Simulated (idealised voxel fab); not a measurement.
Title: Process Module voxel transistor to metal
Cross-section cut: width 290 nm, square cells of 5 nm.
This document writes a cross-section as a grid whose cells are square, and gives it as bands, listed from the top down; one or more rows of cells form a band.
Heights first: top, then bottom, in nm. Then materials, left to right, each with a width in nm. "throughout" on a single material: fills the band edge to edge. "blank": empty space.
Zero point of the height axis is 0; under it, received wafer = one material. Lowest band: continues down indefinitely, "from 0 down".
Width: "30 to 40" (first number = top row, second number = bottom row, same change from row to row of cells).
Where the words "left unchanged" appear for a step, the cross-section shows no cell changed by that step; every cell remained as before.
Basically, "Unvented internal voids" tells you about the enclosed voids: empty spaces with no open way to the top, 8 cells or bigger, each written width x height at distance, where distance is from the left edge, all in nm.
Step line, after settings: the simulator's comment on this step.
The setting "overlay nm" may be written on the line of a step. When the step uses a mask, the value reports how far to the right of the planned place the mask lay, and a negative value reports that it lay to the left.

List of planned process steps
1. RECEIVE [material Si]
2. OXIDIZE [depth nm 5]
3. CONFORMAL_DEP [material SiN] [thk nm 10]
4. MASKED_ETCH [tone cover] [mask id ACTIVE] [width nm 95] [pitch nm 115] [etch materials SiN] [depth nm 10] [overlay nm 0]
5. MASKED_ETCH [tone cover] [mask id ACTIVE] [width nm 95] [pitch nm 115] [etch materials SiO2] [depth nm 5] [overlay nm 0]
6. MASKED_ETCH [tone cover] [mask id ACTIVE] [width nm 95] [pitch nm 115] [etch materials Si] [depth nm 35] [overlay nm 0]
7. FILL_DEP [material SiO2] [thk nm 10]
8. CMP [height nm 10]
9. SELECTIVE_ETCH [etch materials SiO2] [depth nm 5]
10. STRIP [etch materials SiN]
11. SELECTIVE_ETCH [etch materials SiO2] [depth nm 5]
12. OXIDIZE [depth nm 5]
13. DIRECTIONAL_DEP [material polySi] [thk nm 20]
14. DIRECTIONAL_DEP [material SiCN] [thk nm 10]
15. MASKED_ETCH [tone cover] [mask id GATE] [width nm 15] [pitch nm 115] [etch materials SiCN] [depth nm 20] [overlay nm 0]
16. MASKED_ETCH [tone cover] [mask id GATE] [width nm 15] [pitch nm 115] [etch materials polySi] [depth nm 30] [overlay nm 0]
17. CONFORMAL_DEP [material SiO2] [thk nm 5]
18. DIRECTIONAL_ETCH [etch materials SiO2] [depth nm 5]
19. CONFORMAL_DEP [material SiN] [thk nm 10]
20. DIRECTIONAL_ETCH [etch materials SiN] [depth nm 10]
21. DIRECTIONAL_ETCH [etch materials SiO2] [depth nm 5]
22. DIRECTIONAL_ETCH [etch materials Si] [depth nm 10]
23. EPI [material nSi] [thk nm 10]
24. FILL_DEP [material SiO2] [thk nm 10]
25. CMP [height nm 25]
26. DIRECTIONAL_DEP [material SiO2] [thk nm 15]
27. PATTERN [tone open] [mask id CONTACT] [material resist] [width nm 20] [thk nm 15] [overlay nm 0]
28. DIRECTIONAL_ETCH [etch materials SiO2] [depth nm 40]
29. STRIP [etch materials resist]
30. CONFORMAL_DEP [material TiN] [thk nm 5]
31. FILL_DEP [material W] [thk nm 10]
32. CMP [height nm 40]
33. CONFORMAL_DEP [material SiN] [thk nm 5]
34. DIRECTIONAL_DEP [material lowk] [thk nm 20]
35. DIRECTIONAL_DEP [material aC] [thk nm 10]
36. PATTERN [tone open] [mask id METAL_1] [material resist] [width nm 20] [thk nm 25] [overlay nm 0]
37. DIRECTIONAL_ETCH [etch materials aC] [depth nm 10]
38. STRIP [etch materials resist]
39. DIRECTIONAL_ETCH [etch materials lowk] [depth nm 20]
40. DIRECTIONAL_ETCH [etch materials SiN] [depth nm 5]
41. STRIP [etch materials aC]
42. CONFORMAL_DEP [material TiN] [thk nm 5]
43. FILL_DEP [material Cu] [thk nm 5]
44. CMP [height nm 65]
45. CONFORMAL_DEP [material SiCN] [thk nm 5]
46. DIRECTIONAL_DEP [material lowk] [thk nm 30]
47. DIRECTIONAL_DEP [material aC] [thk nm 15]
48. PATTERN [tone open] [mask id METAL_2] [material resist] [width nm 20] [pitch nm 115] [thk nm 35] [overlay nm 0]
49. DIRECTIONAL_ETCH [etch materials aC] [depth nm 15]
50. STRIP [etch materials resist]
51. DIRECTIONAL_ETCH [etch materials lowk] [depth nm 20]
52. STRIP [etch materials aC]
53. MASKED_ETCH [tone open] [mask id METAL_2_HOLES] [width nm 15] [pitch nm 115] [etch materials lowk] [depth nm 10] [overlay nm 0]
54. MASKED_ETCH [tone open] [mask id METAL_2_HOLES] [width nm 15] [pitch nm 115] [etch materials SiCN] [depth nm 5] [overlay nm 0]
55. CONFORMAL_DEP [material TiN] [thk nm 5]
56. FILL_DEP [material Cu] [thk nm 5]
57. CMP [height nm 100]
58. CONFORMAL_DEP [material SiCN] [thk nm 5]

The first wafer of two, processed as planned

Cross-section of the wafer as it came to us, i.e., already through step 1
	from 0 down  Si throughout
	Unvented internal voids: none

Step 2 done - wafer cross-section
	from 0 to -5  SiO2 throughout
	Everything under -5 stays put, no change at all.

Step 3 done - wafer cross-section
	from 10 to 0  SiN throughout
	Everything under 0 stays put, no change at all.

Step 4 done - wafer cross-section
	from 10 to 0  blank (40); SiN (95); blank (20); SiN (95); blank (40)
	Everything under 0 stays put, no change at all.

Step 5 done - wafer cross-section
	from 10 to 0  blank (40); SiN (95); blank (20); SiN (95); blank (40)
	from 0 to -5  blank (40); SiO2 (95); blank (20); SiO2 (95); blank (40)
	Everything under -5 stays put, no change at all.

Step 6 done - wafer cross-section
	from 10 to 0  blank (40); SiN (95); blank (20); SiN (95); blank (40)
	from 0 to -5  blank (40); SiO2 (95); blank (20); SiO2 (95); blank (40)
	from -5 to -40  blank (40); Si (95); blank (20); Si (95); blank (40)
	Everything under -40 stays put, no change at all.

Step 7 done - wafer cross-section
	from 20 to 10  SiO2 throughout
	from 10 to 0  SiO2 (40); SiN (95); SiO2 (20); SiN (95); SiO2 (40)
	from 0 to -5  SiO2 throughout
	from -5 to -40  SiO2 (40); Si (95); SiO2 (20); Si (95); SiO2 (40)
	Everything under -40 stays put, no change at all.

Step 8 done - wafer cross-section
	from 10 to 0  SiO2 (40); SiN (95); SiO2 (20); SiN (95); SiO2 (40)
	Everything under 0 stays put, no change at all.

Step 9 done - wafer cross-section
	from 10 to 5  blank (40); SiN (95); blank (20); SiN (95); blank (40)
	Everything under 5 stays put, no change at all.

Step 10 done - wafer cross-section
	from 5 to 0  SiO2 (40); blank (95); SiO2 (20); blank (95); SiO2 (40)
	Everything under 0 stays put, no change at all.

Step 11 done - wafer cross-section
	from 0 to -5  SiO2 (35); blank (105); SiO2 (10); blank (105); SiO2 (35)
	Everything under -5 stays put, no change at all.

Step 12 done - wafer cross-section
	from 0 to -5  SiO2 (35); blank (105); SiO2 (10); blank (105); SiO2 (35)
	from -5 to -10  SiO2 throughout
	Everything under -10 stays put, no change at all.

Step 13 done - wafer cross-section
	from 20 to 15  polySi (35); blank (105); polySi (10); blank (105); polySi (35)
	from 15 to 0  polySi throughout
	from 0 to -5  SiO2 (35); polySi (105); SiO2 (10); polySi (105); SiO2 (35)
	Everything under -5 stays put, no change at all.

Step 14 done - wafer cross-section
	from 30 to 25  SiCN (35); blank (105); SiCN (10); blank (105); SiCN (35)
	from 25 to 20  SiCN throughout
	from 20 to 15  polySi (35); SiCN (105); polySi (10); SiCN (105); polySi (35)
	Everything under 15 stays put, no change at all.

Step 15 done - wafer cross-section
	from 25 to 20  blank (80); SiCN (15); blank (100); SiCN (15); blank (80)
	from 20 to 15  polySi (35); blank (45); SiCN (15); blank (45); polySi (10); blank (45); SiCN (15); blank (45); polySi (35)
	Everything under 15 stays put, no change at all.

Step 16 done - wafer cross-section
	from 25 to 15  blank (80); SiCN (15); blank (100); SiCN (15); blank (80)
	from 15 to 0  blank (80); polySi (15); blank (100); polySi (15); blank (80)
	from 0 to -5  SiO2 (35); blank (45); polySi (15); blank (45); SiO2 (10); blank (45); polySi (15); blank (45); SiO2 (35)
	Everything under -5 stays put, no change at all.

Step 17 done - wafer cross-section
	from 30 to 25  blank (75); SiO2 (25); blank (90); SiO2 (25); blank (75)
	from 25 to 15  blank (75); SiO2 (5); SiCN (15); SiO2 (5); blank (90); SiO2 (5); SiCN (15); SiO2 (5); blank (75)
	from 15 to 5  blank (75); SiO2 (5); polySi (15); SiO2 (5); blank (90); SiO2 (5); polySi (15); SiO2 (5); blank (75)
	from 5 to 0  SiO2 (40); blank (35); SiO2 (5); polySi (15); SiO2 (5); blank (35); SiO2 (20); blank (35); SiO2 (5); polySi (15); SiO2 (5); blank (35); SiO2 (40)
	from 0 to -5  SiO2 (80); polySi (15); SiO2 (100); polySi (15); SiO2 (80)
	Everything under -5 stays put, no change at all.

Step 18 done - wafer cross-section
	from 25 to 15  blank (75); SiO2 (5); SiCN (15); SiO2 (5); blank (90); SiO2 (5); SiCN (15); SiO2 (5); blank (75)
	from 15 to 0  blank (75); SiO2 (5); polySi (15); SiO2 (5); blank (90); SiO2 (5); polySi (15); SiO2 (5); blank (75)
	from 0 to -5  SiO2 (40); blank (35); SiO2 (5); polySi (15); SiO2 (5); blank (35); SiO2 (20); blank (35); SiO2 (5); polySi (15); SiO2 (5); blank (35); SiO2 (40)
	Everything under -5 stays put, no change at all.

Step 19 done - wafer cross-section
	from 35 to 25  blank (65); SiN (45); blank (70); SiN (45); blank (65)
	from 25 to 15  blank (65); SiN (10); SiO2 (5); SiCN (15); SiO2 (5); SiN (10); blank (70); SiN (10); SiO2 (5); SiCN (15); SiO2 (5); SiN (10); blank (65)
	from 15 to 10  blank (65); SiN (10); SiO2 (5); polySi (15); SiO2 (5); SiN (10); blank (70); SiN (10); SiO2 (5); polySi (15); SiO2 (5); SiN (10); blank (65)
	from 10 to 5  SiN (50); blank (15); SiN (10); SiO2 (5); polySi (15); SiO2 (5); SiN (10); blank (15); SiN (40); blank (15); SiN (10); SiO2 (5); polySi (15); SiO2 (5); SiN (10); blank (15); SiN (50)
	from 5 to 0  SiN (75); SiO2 (5); polySi (15); SiO2 (5); SiN (90); SiO2 (5); polySi (15); SiO2 (5); SiN (75)
	from 0 to -5  SiO2 (40); SiN (35); SiO2 (5); polySi (15); SiO2 (5); SiN (35); SiO2 (20); SiN (35); SiO2 (5); polySi (15); SiO2 (5); SiN (35); SiO2 (40)
	Everything under -5 stays put, no change at all.

Step 20 done - wafer cross-section
	from 25 to 15  blank (65); SiN (10); SiO2 (5); SiCN (15); SiO2 (5); SiN (10); blank (70); SiN (10); SiO2 (5); SiCN (15); SiO2 (5); SiN (10); blank (65)
	from 15 to 0  blank (65); SiN (10); SiO2 (5); polySi (15); SiO2 (5); SiN (10); blank (70); SiN (10); SiO2 (5); polySi (15); SiO2 (5); SiN (10); blank (65)
	from 0 to -5  SiO2 (40); SiN (10); blank (15); SiN (10); SiO2 (5); polySi (15); SiO2 (5); SiN (10); blank (15); SiN (10); SiO2 (20); SiN (10); blank (15); SiN (10); SiO2 (5); polySi (15); SiO2 (5); SiN (10); blank (15); SiN (10); SiO2 (40)
	Everything under -5 stays put, no change at all.

Step 21 done - wafer cross-section
	from 25 to 20  blank (65); SiN (10); blank (5); SiCN (15); blank (5); SiN (10); blank (70); SiN (10); blank (5); SiCN (15); blank (5); SiN (10); blank (65)
	from 20 to 15  blank (65); SiN (10); SiO2 (5); SiCN (15); SiO2 (5); SiN (10); blank (70); SiN (10); SiO2 (5); SiCN (15); SiO2 (5); SiN (10); blank (65)
	from 15 to 0  blank (65); SiN (10); SiO2 (5); polySi (15); SiO2 (5); SiN (10); blank (70); SiN (10); SiO2 (5); polySi (15); SiO2 (5); SiN (10); blank (65)
	from 0 to -5  blank (40); SiN (10); blank (15); SiN (10); SiO2 (5); polySi (15); SiO2 (5); SiN (10); blank (15); SiN (10); blank (20); SiN (10); blank (15); SiN (10); SiO2 (5); polySi (15); SiO2 (5); SiN (10); blank (15); SiN (10); blank (40)
	from -5 to -10  SiO2 (50); blank (15); SiO2 (45); blank (15); SiO2 (40); blank (15); SiO2 (45); blank (15); SiO2 (50)
	Everything under -10 stays put, no change at all.

Step 22 done - wafer cross-section
	from 25 to 20  blank (65); SiN (10); blank (5); SiCN (15); blank (5); SiN (10); blank (70); SiN (10); blank (5); SiCN (15); blank (5); SiN (10); blank (65)
	from 20 to 15  blank (65); SiN (10); SiO2 (5); SiCN (15); SiO2 (5); SiN (10); blank (70); SiN (10); SiO2 (5); SiCN (15); SiO2 (5); SiN (10); blank (65)
	from 15 to 0  blank (65); SiN (10); SiO2 (5); polySi (15); SiO2 (5); SiN (10); blank (70); SiN (10); SiO2 (5); polySi (15); SiO2 (5); SiN (10); blank (65)
	from 0 to -5  blank (40); SiN (10); blank (15); SiN (10); SiO2 (5); polySi (15); SiO2 (5); SiN (10); blank (15); SiN (10); blank (20); SiN (10); blank (15); SiN (10); SiO2 (5); polySi (15); SiO2 (5); SiN (10); blank (15); SiN (10); blank (40)
	from -5 to -10  SiO2 (50); blank (15); SiO2 (45); blank (15); SiO2 (40); blank (15); SiO2 (45); blank (15); SiO2 (50)
	from -10 to -20  SiO2 (40); Si (10); blank (15); Si (45); blank (15); Si (10); SiO2 (20); Si (10); blank (15); Si (45); blank (15); Si (10); SiO2 (40)
	Everything under -20 stays put, no change at all.

Step 23 done - wafer cross-section
	from 25 to 20  blank (65); SiN (10); blank (5); SiCN (15); blank (5); SiN (10); blank (70); SiN (10); blank (5); SiCN (15); blank (5); SiN (10); blank (65)
	from 20 to 15  blank (65); SiN (10); SiO2 (5); SiCN (15); SiO2 (5); SiN (10); blank (70); SiN (10); SiO2 (5); SiCN (15); SiO2 (5); SiN (10); blank (65)
	from 15 to 0  blank (65); SiN (10); SiO2 (5); polySi (15); SiO2 (5); SiN (10); blank (70); SiN (10); SiO2 (5); polySi (15); SiO2 (5); SiN (10); blank (65)
	from 0 to -5  blank (40); SiN (10); nSi (15); SiN (10); SiO2 (5); polySi (15); SiO2 (5); SiN (10); nSi (15); SiN (10); blank (20); SiN (10); nSi (15); SiN (10); SiO2 (5); polySi (15); SiO2 (5); SiN (10); nSi (15); SiN (10); blank (40)
	from -5 to -10  SiO2 (50); nSi (15); SiO2 (45); nSi (15); SiO2 (40); nSi (15); SiO2 (45); nSi (15); SiO2 (50)
	from -10 to -20  SiO2 (40); Si (10); nSi (15); Si (45); nSi (15); Si (10); SiO2 (20); Si (10); nSi (15); Si (45); nSi (15); Si (10); SiO2 (40)
	Everything under -20 stays put, no change at all.

Step 24 done - wafer cross-section
	from 35 to 25  SiO2 throughout
	from 25 to 15  SiO2 (65); SiN (10); SiO2 (5); SiCN (15); SiO2 (5); SiN (10); SiO2 (70); SiN (10); SiO2 (5); SiCN (15); SiO2 (5); SiN (10); SiO2 (65)
	from 15 to 0  SiO2 (65); SiN (10); SiO2 (5); polySi (15); SiO2 (5); SiN (10); SiO2 (70); SiN (10); SiO2 (5); polySi (15); SiO2 (5); SiN (10); SiO2 (65)
	from 0 to -5  SiO2 (40); SiN (10); nSi (15); SiN (10); SiO2 (5); polySi (15); SiO2 (5); SiN (10); nSi (15); SiN (10); SiO2 (20); SiN (10); nSi (15); SiN (10); SiO2 (5); polySi (15); SiO2 (5); SiN (10); nSi (15); SiN (10); SiO2 (40)
	Everything under -5 stays put, no change at all.

Step 25 done - wafer cross-section
	from 25 to 15  SiO2 (65); SiN (10); SiO2 (5); SiCN (15); SiO2 (5); SiN (10); SiO2 (70); SiN (10); SiO2 (5); SiCN (15); SiO2 (5); SiN (10); SiO2 (65)
	Everything under 15 stays put, no change at all.

Step 26 done - wafer cross-section
	from 40 to 25  SiO2 throughout
	Everything under 25 stays put, no change at all.

Step 27 done - wafer cross-section
	from 55 to 40  resist (45); blank (20); resist (45); blank (20); resist (30); blank (20); resist (45); blank (20); resist (45)
	Everything under 40 stays put, no change at all.

Step 28 done - wafer cross-section
	from 55 to 40  resist (45); blank (20); resist (45); blank (20); resist (30); blank (20); resist (45); blank (20); resist (45)
	from 40 to 25  SiO2 (45); blank (20); SiO2 (45); blank (20); SiO2 (30); blank (20); SiO2 (45); blank (20); SiO2 (45)
	from 25 to 15  SiO2 (45); blank (20); SiN (10); SiO2 (5); SiCN (15); SiO2 (5); SiN (10); blank (20); SiO2 (30); blank (20); SiN (10); SiO2 (5); SiCN (15); SiO2 (5); SiN (10); blank (20); SiO2 (45)
	from 15 to 0  SiO2 (45); blank (20); SiN (10); SiO2 (5); polySi (15); SiO2 (5); SiN (10); blank (20); SiO2 (30); blank (20); SiN (10); SiO2 (5); polySi (15); SiO2 (5); SiN (10); blank (20); SiO2 (45)
	Everything under 0 stays put, no change at all.

Step 29 done - wafer cross-section
	from 40 to 25  SiO2 (45); blank (20); SiO2 (45); blank (20); SiO2 (30); blank (20); SiO2 (45); blank (20); SiO2 (45)
	Everything under 25 stays put, no change at all.

Step 30 done - wafer cross-section
	from 45 to 40  TiN (50); blank (10); TiN (55); blank (10); TiN (40); blank (10); TiN (55); blank (10); TiN (50)
	from 40 to 25  SiO2 (45); TiN (5); blank (10); TiN (5); SiO2 (45); TiN (5); blank (10); TiN (5); SiO2 (30); TiN (5); blank (10); TiN (5); SiO2 (45); TiN (5); blank (10); TiN (5); SiO2 (45)
	from 25 to 15  SiO2 (45); TiN (5); blank (10); TiN (5); SiN (10); SiO2 (5); SiCN (15); SiO2 (5); SiN (10); TiN (5); blank (10); TiN (5); SiO2 (30); TiN (5); blank (10); TiN (5); SiN (10); SiO2 (5); SiCN (15); SiO2 (5); SiN (10); TiN (5); blank (10); TiN (5); SiO2 (45)
	from 15 to 5  SiO2 (45); TiN (5); blank (10); TiN (5); SiN (10); SiO2 (5); polySi (15); SiO2 (5); SiN (10); TiN (5); blank (10); TiN (5); SiO2 (30); TiN (5); blank (10); TiN (5); SiN (10); SiO2 (5); polySi (15); SiO2 (5); SiN (10); TiN (5); blank (10); TiN (5); SiO2 (45)
	from 5 to 0  SiO2 (45); TiN (20); SiN (10); SiO2 (5); polySi (15); SiO2 (5); SiN (10); TiN (20); SiO2 (30); TiN (20); SiN (10); SiO2 (5); polySi (15); SiO2 (5); SiN (10); TiN (20); SiO2 (45)
	Everything under 0 stays put, no change at all.

Step 31 done - wafer cross-section
	from 55 to 45  W throughout
	from 45 to 40  TiN (50); W (10); TiN (55); W (10); TiN (40); W (10); TiN (55); W (10); TiN (50)
	from 40 to 25  SiO2 (45); TiN (5); W (10); TiN (5); SiO2 (45); TiN (5); W (10); TiN (5); SiO2 (30); TiN (5); W (10); TiN (5); SiO2 (45); TiN (5); W (10); TiN (5); SiO2 (45)
	from 25 to 15  SiO2 (45); TiN (5); W (10); TiN (5); SiN (10); SiO2 (5); SiCN (15); SiO2 (5); SiN (10); TiN (5); W (10); TiN (5); SiO2 (30); TiN (5); W (10); TiN (5); SiN (10); SiO2 (5); SiCN (15); SiO2 (5); SiN (10); TiN (5); W (10); TiN (5); SiO2 (45)
	from 15 to 5  SiO2 (45); TiN (5); W (10); TiN (5); SiN (10); SiO2 (5); polySi (15); SiO2 (5); SiN (10); TiN (5); W (10); TiN (5); SiO2 (30); TiN (5); W (10); TiN (5); SiN (10); SiO2 (5); polySi (15); SiO2 (5); SiN (10); TiN (5); W (10); TiN (5); SiO2 (45)
	Everything under 5 stays put, no change at all.

Step 32 done - wafer cross-section
	from 40 to 25  SiO2 (45); TiN (5); W (10); TiN (5); SiO2 (45); TiN (5); W (10); TiN (5); SiO2 (30); TiN (5); W (10); TiN (5); SiO2 (45); TiN (5); W (10); TiN (5); SiO2 (45)
	Everything under 25 stays put, no change at all.

Step 33 done - wafer cross-section
	from 45 to 40  SiN throughout
	Everything under 40 stays put, no change at all.

Step 34 done - wafer cross-section
	from 65 to 45  lowk throughout
	Everything under 45 stays put, no change at all.

Step 35 done - wafer cross-section
	from 75 to 65  aC throughout
	Everything under 65 stays put, no change at all.

Step 36 done - wafer cross-section
	from 100 to 75  resist (45); blank (20); resist (45); blank (20); resist (30); blank (20); resist (45); blank (20); resist (45)
	Everything under 75 stays put, no change at all.

Step 37 done - wafer cross-section
	from 90 to 75  resist (45); blank (20); resist (45); blank (20); resist (30); blank (20); resist (45); blank (20); resist (45)
	from 75 to 65  aC (45); blank (20); aC (45); blank (20); aC (30); blank (20); aC (45); blank (20); aC (45)
	Everything under 65 stays put, no change at all.

Step 38 done - wafer cross-section
	from 75 to 65  aC (45); blank (20); aC (45); blank (20); aC (30); blank (20); aC (45); blank (20); aC (45)
	Everything under 65 stays put, no change at all.

Step 39 done - wafer cross-section
	from 75 to 65  aC (45); blank (20); aC (45); blank (20); aC (30); blank (20); aC (45); blank (20); aC (45)
	from 65 to 45  lowk (45); blank (20); lowk (45); blank (20); lowk (30); blank (20); lowk (45); blank (20); lowk (45)
	Everything under 45 stays put, no change at all.

Step 40 done - wafer cross-section
	from 75 to 65  aC (45); blank (20); aC (45); blank (20); aC (30); blank (20); aC (45); blank (20); aC (45)
	from 65 to 45  lowk (45); blank (20); lowk (45); blank (20); lowk (30); blank (20); lowk (45); blank (20); lowk (45)
	from 45 to 40  SiN (45); blank (20); SiN (45); blank (20); SiN (30); blank (20); SiN (45); blank (20); SiN (45)
	Everything under 40 stays put, no change at all.

Step 41 done - wafer cross-section
	from 65 to 45  lowk (45); blank (20); lowk (45); blank (20); lowk (30); blank (20); lowk (45); blank (20); lowk (45)
	Everything under 45 stays put, no change at all.

Step 42 done - wafer cross-section
	from 70 to 65  TiN (50); blank (10); TiN (55); blank (10); TiN (40); blank (10); TiN (55); blank (10); TiN (50)
	from 65 to 45  lowk (45); TiN (5); blank (10); TiN (5); lowk (45); TiN (5); blank (10); TiN (5); lowk (30); TiN (5); blank (10); TiN (5); lowk (45); TiN (5); blank (10); TiN (5); lowk (45)
	from 45 to 40  SiN (45); TiN (20); SiN (45); TiN (20); SiN (30); TiN (20); SiN (45); TiN (20); SiN (45)
	Everything under 40 stays put, no change at all.

Step 43 done - wafer cross-section
	from 75 to 70  Cu throughout
	from 70 to 65  TiN (50); Cu (10); TiN (55); Cu (10); TiN (40); Cu (10); TiN (55); Cu (10); TiN (50)
	from 65 to 45  lowk (45); TiN (5); Cu (10); TiN (5); lowk (45); TiN (5); Cu (10); TiN (5); lowk (30); TiN (5); Cu (10); TiN (5); lowk (45); TiN (5); Cu (10); TiN (5); lowk (45)
	Everything under 45 stays put, no change at all.

Step 44 done - wafer cross-section
	from 65 to 45  lowk (45); TiN (5); Cu (10); TiN (5); lowk (45); TiN (5); Cu (10); TiN (5); lowk (30); TiN (5); Cu (10); TiN (5); lowk (45); TiN (5); Cu (10); TiN (5); lowk (45)
	Everything under 45 stays put, no change at all.

Step 45 done - wafer cross-section
	from 70 to 65  SiCN throughout
	Everything under 65 stays put, no change at all.

Step 46 done - wafer cross-section
	from 100 to 70  lowk throughout
	Everything under 70 stays put, no change at all.

Step 47 done - wafer cross-section
	from 115 to 100  aC throughout
	Everything under 100 stays put, no change at all.

Step 48 done - wafer cross-section
	from 150 to 115  resist (45); blank (20); resist (95); blank (20); resist (110)
	Everything under 115 stays put, no change at all.

Step 49 done - wafer cross-section
	from 135 to 115  resist (45); blank (20); resist (95); blank (20); resist (110)
	from 115 to 100  aC (45); blank (20); aC (95); blank (20); aC (110)
	Everything under 100 stays put, no change at all.

Step 50 done - wafer cross-section
	from 115 to 100  aC (45); blank (20); aC (95); blank (20); aC (110)
	Everything under 100 stays put, no change at all.

Step 51 done - wafer cross-section
	from 115 to 100  aC (45); blank (20); aC (95); blank (20); aC (110)
	from 100 to 80  lowk (45); blank (20); lowk (95); blank (20); lowk (110)
	Everything under 80 stays put, no change at all.

Step 52 done - wafer cross-section
	from 100 to 80  lowk (45); blank (20); lowk (95); blank (20); lowk (110)
	Everything under 80 stays put, no change at all.

Step 53 done - wafer cross-section
	from 100 to 80  lowk (45); blank (20); lowk (95); blank (20); lowk (110)
	from 80 to 70  lowk (45); blank (15); lowk (100); blank (15); lowk (115)
	Everything under 70 stays put, no change at all.

Step 54 done - wafer cross-section
	from 100 to 80  lowk (45); blank (20); lowk (95); blank (20); lowk (110)
	from 80 to 70  lowk (45); blank (15); lowk (100); blank (15); lowk (115)
	from 70 to 65  SiCN (45); blank (15); SiCN (100); blank (15); SiCN (115)
	Everything under 65 stays put, no change at all.

Step 55 done - wafer cross-section
	from 105 to 100  TiN (50); blank (10); TiN (105); blank (10); TiN (115)
	from 100 to 85  lowk (45); TiN (5); blank (10); TiN (5); lowk (95); TiN (5); blank (10); TiN (5); lowk (110)
	from 85 to 80  lowk (45); TiN (5); blank (5); TiN (10); lowk (95); TiN (5); blank (5); TiN (10); lowk (110)
	from 80 to 70  lowk (45); TiN (5); blank (5); TiN (5); lowk (100); TiN (5); blank (5); TiN (5); lowk (115)
	from 70 to 65  SiCN (45); TiN (15); SiCN (100); TiN (15); SiCN (115)
	Everything under 65 stays put, no change at all.

Step 56 done - wafer cross-section
	from 110 to 105  Cu throughout
	from 105 to 100  TiN (50); Cu (10); TiN (105); Cu (10); TiN (115)
	from 100 to 85  lowk (45); TiN (5); Cu (10); TiN (5); lowk (95); TiN (5); Cu (10); TiN (5); lowk (110)
	from 85 to 80  lowk (45); TiN (5); Cu (5); TiN (10); lowk (95); TiN (5); Cu (5); TiN (10); lowk (110)
	from 80 to 70  lowk (45); TiN (5); Cu (5); TiN (5); lowk (100); TiN (5); Cu (5); TiN (5); lowk (115)
	Everything under 70 stays put, no change at all.

Step 57 done - wafer cross-section
	from 100 to 85  lowk (45); TiN (5); Cu (10); TiN (5); lowk (95); TiN (5); Cu (10); TiN (5); lowk (110)
	Everything under 85 stays put, no change at all.

Step 58 done - wafer cross-section
	from 105 to 100  SiCN throughout
	Everything under 100 stays put, no change at all.

What follows concerns the second wafer, which started out like the first and was meant to follow the very same plan; one mistake crept in when it was run, but everything up to and including step 47 is the same as for the first wafer

Cross-section of the second wafer at the time step 48 of the plan should have ended
	from 150 to 115  blank (45); resist (20); blank (95); resist (20); blank (110)
	Everything under 115 stays put, no change at all.

Cross-section of the second wafer at the time step 49 of the plan should have ended
	from 135 to 115  blank (45); resist (20); blank (95); resist (20); blank (110)
	from 115 to 100  blank (45); aC (20); blank (95); aC (20); blank (110)
	Everything under 100 stays put, no change at all.

Cross-section of the second wafer at the time step 50 of the plan should have ended
	from 115 to 100  blank (45); aC (20); blank (95); aC (20); blank (110)
	Everything under 100 stays put, no change at all.

Cross-section of the second wafer at the time step 51 of the plan should have ended
	from 115 to 100  blank (45); aC (20); blank (95); aC (20); blank (110)
	from 100 to 80  blank (45); lowk (20); blank (95); lowk (20); blank (110)
	Everything under 80 stays put, no change at all.

Cross-section of the second wafer at the time step 52 of the plan should have ended
	from 100 to 80  blank (45); lowk (20); blank (95); lowk (20); blank (110)
	Everything under 80 stays put, no change at all.

Cross-section of the second wafer at the time step 53 of the plan should have ended
	from 100 to 90  blank (60); lowk (5); blank (110); lowk (5); blank (110)
	Everything under 90 stays put, no change at all.

Cross-section of the second wafer at the time step 54 of the plan should have ended: left unchanged

Cross-section of the second wafer at the time step 55 of the plan should have ended
	from 105 to 100  blank (55); TiN (15); blank (100); TiN (15); blank (105)
	from 100 to 90  blank (55 to 40); TiN (5 to 20); lowk (5); TiN (5); blank (100 to 85); TiN (5 to 20); lowk (5); TiN (5); blank (105)
	from 90 to 85  blank (40); TiN (5); lowk (20); TiN (5); blank (85); TiN (5); lowk (20); TiN (5); blank (105)
	from 85 to 80  TiN (45); lowk (20); TiN (95); lowk (20); TiN (110)
	Everything under 80 stays put, no change at all.

Cross-section of the second wafer at the time step 56 of the plan should have ended
	from 110 to 105  Cu throughout
	from 105 to 100  Cu (55); TiN (15); Cu (100); TiN (15); Cu (105)
	from 100 to 90  Cu (55 to 40); TiN (5 to 20); lowk (5); TiN (5); Cu (100 to 85); TiN (5 to 20); lowk (5); TiN (5); Cu (105)
	from 90 to 85  Cu (40); TiN (5); lowk (20); TiN (5); Cu (85); TiN (5); lowk (20); TiN (5); Cu (105)
	Everything under 85 stays put, no change at all.

Cross-section of the second wafer at the time step 57 of the plan should have ended
	from 100 to 90  Cu (55 to 40); TiN (5 to 20); lowk (5); TiN (5); Cu (100 to 85); TiN (5 to 20); lowk (5); TiN (5); Cu (105)
	Everything under 90 stays put, no change at all.

Cross-section of the second wafer at the time step 58 of the plan should have ended
	from 105 to 100  SiCN throughout
	Everything under 100 stays put, no change at all.
So what did we get wrong on this run? step 48 was processed under conditions differing from the plan, specifically as PATTERN [tone cover] [mask id METAL_2] [material resist] [width nm 20] [pitch nm 115] [thk nm 35] [overlay nm 0]
Counted in cells at the end, the second wafer holds more or fewer of these materials than the first: Cu +126; SiCN +6; TiN +36; lowk -168
